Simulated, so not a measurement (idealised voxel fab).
Process module name: voxel capacitor over wiring
In the cross-section labelled cut, the width is 235 nm and each square cell is 5 nm.
The cross-sections in this document take the form of a grid made of square cells. They are written out as bands, in order from top to bottom. Each band consists of one or more rows of cells.
In this notation a band is specified by the heights of its top and bottom, in that order and in nm, after which its materials appear from left to right, each paired with its width in nm. The word "full width" attached to a single material means that material fills the band from edge to edge; the word "air" stands for empty space.
Heights are expressed relative to 0, this being the level below which the as-received wafer comprises one material exclusively. The lowest band is unbounded in the downward direction and is denoted as in "0..down".
Quick explanation for "30 to 40": the width changes in equal steps down the rows of cells, from the first number in the band's top row to the second number in its bottom row.
Given "remained unchanged" for a step, no cell of the cross-section differs between before and after that step.
Listed in "Entrapped void list": every empty space of 8 or more cells without an open way to the top. Form: width x height at distance, the distance being from the left edge, all in nm.
Text after the settings on a step's line: the simulator's own remark on that step.
overlay nm: where the mask lay relative to plan, measured to the right, on steps with a mask; negatives go left.
How should the pairs below be read? Each gives the cross-section before one process step and the cross-section after it, the latter drawn only to the lowest band that changed; the step that lies between them, with its settings, appears under the pair. Does a pair pick up where the pair above left off? Only where its entry headed "Pre-step profile" says so, since pairs can come from different runs of this module on the same starting wafer.
## Pre-step profile
120..110  Ru full width
110..105  90 TiN / 5 Ru / 140 TiN
105..100  85 SiO2 / 5 TiN / 5 Ru / 5 TiN / 135 SiO2
100..95  85 SiO2 / 15 TiN / 135 SiO2
95..85  75 SiO2 / 60 TiN / 100 SiO2
85..80  75 SiO2 / 60 HfO2 / 100 SiO2
80..70  70 SiO2 / 70 TiN / 95 SiO2
70..50  75 SiO2 / 5 TiN / 5 Cu / 5 TiN / 145 SiO2
50..45  75 SiCN / 15 TiN / 145 SiCN
45..25  55 Cu / 5 TiN / 30 SiO2 / 5 TiN / 45 Cu / 5 TiN / 30 SiO2 / 5 TiN / 55 Cu
25..20  60 TiN / 30 SiO2 / 55 TiN / 30 SiO2 / 60 TiN
20..15  SiCN full width
15..0  SiO2 full width
0..down  Si full width
Entrapped void list: none
## Sectional View, Post-Process
105..100  85 SiO2 / 5 TiN / 5 Ru / 5 TiN / 135 SiO2
Below 100 it's all the same as before, nothing changed down there.
Entrapped void list: none
What process step lies between the two cross-sections above? CMP: height nm 105
Pre-step profile: The cross-section prior to this step is the one presented after the step of the pair immediately above.
## Sectional View, Post-Process
110..105  SiN full width
Below 105 it's all the same as before, nothing changed down there.
Entrapped void list: none
What process step lies between the two cross-sections above? CONFORMAL_DEP: material SiN, thk nm 5
